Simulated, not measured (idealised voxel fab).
Process module name: voxel transistor to metal
Cross-section cut spans 165 nm and uses square cells 5 nm in size.
This document writes a cross-section as a grid whose cells are square, and gives it as bands, listed from the top down; one or more rows of cells form a band.
The entry gives the band's vertical extent as a top height and a bottom height in nm, then its horizontal make-up as materials from left to right, each with a width in nm. "air" stands for empty space; a single material marked "edge to edge" fills the band edge to edge.
Height is counted from the level 0, under which the received wafer is composed throughout of one material. The lowest of the bands is not closed at the bottom but continues downward, in the notation "0..down".
Top row gets the first number, bottom row gets the second, and each row in between changes by the same step: that is how a band width like "30->40" works.
Step note "everything unchanged" = no cross-section cell changed.
What "Listed closed voids" gives you is every empty space of 8 cells or more that is cut off from the top. Each appears as width x height at distance, with the distance taken from the left edge and width, height and distance all in nm.
It should be noted that, on the line of a given step, the content following the step's settings is a remark produced by the simulator itself with respect to that step.
You can add "overlay nm" to a step's line. For a step with a mask, it describes how far the mask lay to the right of its planned position, and a negative number describes a lay to the left.
[The planned process steps are enumerated hereunder]
1 RECEIVE,material Si
2 OXIDIZE,depth nm 5
3 CONFORMAL_DEP,material SiN,thk nm 15
4 DIRECTIONAL_DEP,material aC,thk nm 10
5 PATTERN,tone cover,mask id ACTIVE,material resist,width nm 110,thk nm 25,overlay nm 0
6 DIRECTIONAL_ETCH,etch materials aC,depth nm 10
7 STRIP,etch materials resist
8 DIRECTIONAL_ETCH,etch materials SiN,depth nm 15
9 DIRECTIONAL_ETCH,etch materials SiO2,depth nm 5
10 DIRECTIONAL_ETCH,etch materials Si,depth nm 25
11 STRIP,etch materials aC
12 FILL_DEP,material SiO2,thk nm 5
13 CMP,height nm 15
14 SELECTIVE_ETCH,etch materials SiO2,depth nm 10
15 STRIP,etch materials SiN
16 SELECTIVE_ETCH,etch materials SiO2,depth nm 5
17 OXIDIZE,depth nm 5
18 DIRECTIONAL_DEP,material polySi,thk nm 30
19 DIRECTIONAL_DEP,material SiCN,thk nm 15
20 MASKED_ETCH,tone cover,mask id GATE,width nm 20,etch materials SiCN,depth nm 25,overlay nm 0
21 MASKED_ETCH,tone cover,mask id GATE,width nm 20,etch materials polySi,depth nm 40,overlay nm 0
22 CONFORMAL_DEP,material SiO2,thk nm 5
23 DIRECTIONAL_ETCH,etch materials SiO2,depth nm 5
24 CONFORMAL_DEP,material SiN,thk nm 10
25 DIRECTIONAL_ETCH,etch materials SiN,depth nm 10
26 DIRECTIONAL_ETCH,etch materials SiO2,depth nm 5
27 EPI,material pSi,thk nm 5
28 FILL_DEP,material SiO2,thk nm 5
29 CMP,height nm 40
30 DIRECTIONAL_DEP,material SiO2,thk nm 15
31 PATTERN,tone open,mask id CONTACT,material resist,width nm 15,pitch nm 80,thk nm 20,overlay nm 0
32 DIRECTIONAL_ETCH,etch materials SiO2,depth nm 60
33 STRIP,etch materials resist
34 CONFORMAL_DEP,material TiN,thk nm 5
35 FILL_DEP,material Ru,thk nm 5
36 CMP,height nm 55
37 DIRECTIONAL_DEP,material TiN,thk nm 5
38 DIRECTIONAL_DEP,material W,thk nm 15
39 PATTERN,tone cover,mask id METAL_1,material resist,width nm 20,pitch nm 80,thk nm 20,overlay nm 0
40 DIRECTIONAL_ETCH,etch materials W,depth nm 15
41 DIRECTIONAL_ETCH,etch materials TiN,depth nm 5
42 STRIP,etch materials resist
43 FILL_DEP,material SiO2,thk nm 10
44 CMP,height nm 75
45 CONFORMAL_DEP,material SiCN,thk nm 5
46 DIRECTIONAL_DEP,material lowk,thk nm 30
47 PATTERN,tone open,mask id METAL_2_HOLES,material resist,width nm 15,pitch nm 80,thk nm 15,overlay nm 0
48 DIRECTIONAL_ETCH,etch materials lowk,depth nm 30
49 STRIP,etch materials resist
50 DIRECTIONAL_DEP,material aC,thk nm 10
51 PATTERN,tone open,mask id METAL_2,material resist,width nm 20,pitch nm 80,thk nm 30,overlay nm 0
52 DIRECTIONAL_ETCH,etch materials aC,depth nm 10
53 STRIP,etch materials resist
54 DIRECTIONAL_ETCH,etch materials lowk,depth nm 15
55 DIRECTIONAL_ETCH,etch materials SiCN,depth nm 5
56 STRIP,etch materials aC
57 CONFORMAL_DEP,material TiN,thk nm 5
58 FILL_DEP,material Cu,thk nm 10
59 CMP,height nm 110
60 CONFORMAL_DEP,material SiN,thk nm 5
Keep in mind the plan's value for the width nm of step 31 comes from the first wafer; the wafers don't share that setting, but they do share the same starting point.
[Step 1 complete: as-received cross-section of the first of several wafers]
* 0..down | Si edge to edge
* Listed closed voids: none
[The table below has one row for each wafer; a row shows, as of the end of the module, how many cells of each material the wafer has gained, marked (+), or lost, marked (-), since it was received, and then the wafer's closed voids]
width nm 15; +16 Cu; +21 Ru; -110 Si; +39 SiCN; +73 SiN; +418 SiO2; +90 TiN; +24 W; +156 lowk; +8 pSi; +24 polySi; Listed closed voids: none
width nm 20; +16 Cu; +42 Ru; -110 Si; +39 SiCN; +73 SiN; +395 SiO2; +92 TiN; +24 W; +156 lowk; +8 pSi; +24 polySi; Listed closed voids: none
width nm 25; +16 Cu; +63 Ru; -110 Si; +39 SiCN; +73 SiN; +372 SiO2; +94 TiN; +24 W; +156 lowk; +8 pSi; +24 polySi; Listed closed voids: none
width nm 30; +16 Cu; +84 Ru; -110 Si; +39 SiCN; +73 SiN; +349 SiO2; +96 TiN; +24 W; +156 lowk; +8 pSi; +24 polySi; Listed closed voids: none
width nm 35; +16 Cu; +96 Ru; -110 Si; +39 SiCN; +73 SiN; +334 SiO2; +99 TiN; +24 W; +156 lowk; +8 pSi; +24 polySi; Listed closed voids: none
